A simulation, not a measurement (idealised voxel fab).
process module | voxel self aligned vias
cross-section cut | 230 nm wide | cells 5 nm
A cross-section is a grid of square cells, given in bands from the top down. A band is one or more rows of cells.
Each band's line starts with the height of the band's top and of its bottom, in nm. Then come its materials from left to right, each with its width in nm. One material with "throughout" fills the band from edge to edge. "air" is empty space.
Height 0 is the level under which the wafer as received is all one material. The lowest band goes on downwards, as in "0 down".
A width such as "30 to 40" changes by the same amount from each row of cells to the next, from the band's top row to its bottom row.
"no change" after a step means that no cell of the cross-section changed.
closed voids: empty space of 8 cells or more with no open way to the top, each as width x height at its distance from the left edge, in nm
after a step's settings: what the simulator itself notes on the step
overlay nm, on a step with a mask: how far to the right of its planned place the mask lay; to the left if negative
plan
1 op RECEIVE | material Si
2 op CONFORMAL_DEP | material SiO2 | thk nm 10
3 op CONFORMAL_DEP | material SiCN | thk nm 5
4 op DIRECTIONAL_DEP | material SiO2 | thk nm 25
5 op PATTERN | tone open | mask id LINES | material resist | width nm 20 | pitch nm 55 | thk nm 20 | overlay nm 0
6 op DIRECTIONAL_ETCH | etch materials SiO2 | depth nm 25
7 op STRIP | etch materials resist
8 op CONFORMAL_DEP | material TiN | thk nm 5
9 op FILL_DEP | material W | thk nm 5
10 op CMP | height nm 40
11 op SELECTIVE_ETCH | etch materials W Ru TiN | depth nm 10
12 op FILL_DEP | material SiN | thk nm 10
13 op CMP | height nm 40
14 op DIRECTIONAL_DEP | material SiO2 | thk nm 20
15 op DIRECTIONAL_DEP | material aC | thk nm 15
16 op PATTERN | tone open | mask id VIAS | material resist | width nm 40 | pitch nm 55 | thk nm 30 | overlay nm 0
17 op DIRECTIONAL_ETCH | etch materials aC | depth nm 15
18 op STRIP | etch materials resist
19 op DIRECTIONAL_ETCH | etch materials SiO2 | depth nm 20
20 op DIRECTIONAL_ETCH | etch materials SiN | depth nm 10
21 op STRIP | etch materials aC
22 op CONFORMAL_DEP | material TiN | thk nm 5
23 op FILL_DEP | material Ru | thk nm 5
24 op CMP | height nm 60
25 op CONFORMAL_DEP | material SiCN | thk nm 5
as received, after step 1
  0 down: Si throughout
  closed voids: none
a wafer at the end: this start, this plan, one mistake
  65 to 60: SiCN throughout
  60 to 45: SiO2 65 | TiN 5 | Ru 30 | TiN 5 | SiO2 15 | TiN 5 | Ru 30 | TiN 5 | SiO2 70
  45 to 35: SiO2 65 | TiN 5 | Ru 10 | TiN 25 to 5 | SiO2 15 to 35 | TiN 5 | Ru 10 | TiN 25 to 5 | SiO2 70 to 90
  35 to 30: SiO2 65 | TiN 20 | SiO2 35 | TiN 20 | SiO2 90
  30 to 20: SiO2 65 | TiN 5 | W 10 | TiN 5 | SiO2 35 | TiN 5 | W 10 | TiN 5 | SiO2 90
  20 to 15: SiO2 65 | TiN 20 | SiO2 35 | TiN 20 | SiO2 90
  15 to 10: SiCN throughout
  10 to 0: SiO2 throughout
  0 down: Si throughout
  closed voids: none
what went wrong: step 5 ran as: op PATTERN | tone open | mask id LINES | material resist | width nm 20 | pitch nm 55 | thk nm 20 | overlay nm -10
